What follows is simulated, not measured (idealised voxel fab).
process module | voxel released beams
cross-section cut | 200 nm wide | cells 5 nm
A cross-section is a grid of square cells, given in bands from the top down. A band is one or more rows of cells.
Each band's line starts with the height of the band's top and of its bottom, in nm. Then come its materials from left to right, each with its width in nm. One material with "throughout" fills the band from edge to edge. "air" is empty space.
Height 0 is the level under which the wafer as received is all one material. The lowest band goes on downwards, as in "0 down".
A width such as "30 to 40" changes by the same amount from each row of cells to the next, from the band's top row to its bottom row.
"no change" after a step means that no cell of the cross-section changed.
closed voids: empty space of 8 cells or more with no open way to the top, each as width x height at its distance from the left edge, in nm
after a step's settings: what the simulator itself notes on the step
overlay nm, on a step with a mask: how far to the right of its planned place the mask lay; to the left if negative
plan
1 op RECEIVE | material Si
2 op CONFORMAL_DEP | material SiN | thk nm 5
3 op DIRECTIONAL_DEP | material SiO2 | thk nm 15
4 op DIRECTIONAL_DEP | material aC | thk nm 15
5 op PATTERN | tone open | mask id ANCHOR | material resist | width nm 45 | thk nm 30 | overlay nm 0
6 op DIRECTIONAL_ETCH | etch materials aC | depth nm 15
7 op STRIP | etch materials resist
8 op DIRECTIONAL_ETCH | etch materials SiO2 | depth nm 15
9 op STRIP | etch materials aC
10 op CONFORMAL_DEP | material W | thk nm 15
11 op PATTERN | tone cover | mask id BEAM | material resist | width nm 90 | thk nm 20 | overlay nm 0
12 op DIRECTIONAL_ETCH | etch materials W | depth nm 15
13 op STRIP | etch materials resist
14 op STRIP | etch materials SiO2
as received, after step 1
  0 down: Si throughout
  closed voids: none
a wafer at the end: this start, this plan, one mistake
  35 to 20: air 50 | W 25 | air 5 | W 60 | air 60
  20 to 5: air 60 | W 35 | air 105
  5 to 0: SiN throughout
  0 down: Si throughout
  closed voids: none
what went wrong: step 5 ran as: op PATTERN | tone open | mask id ANCHOR | material resist | width nm 35 | thk nm 30 | overlay nm 0
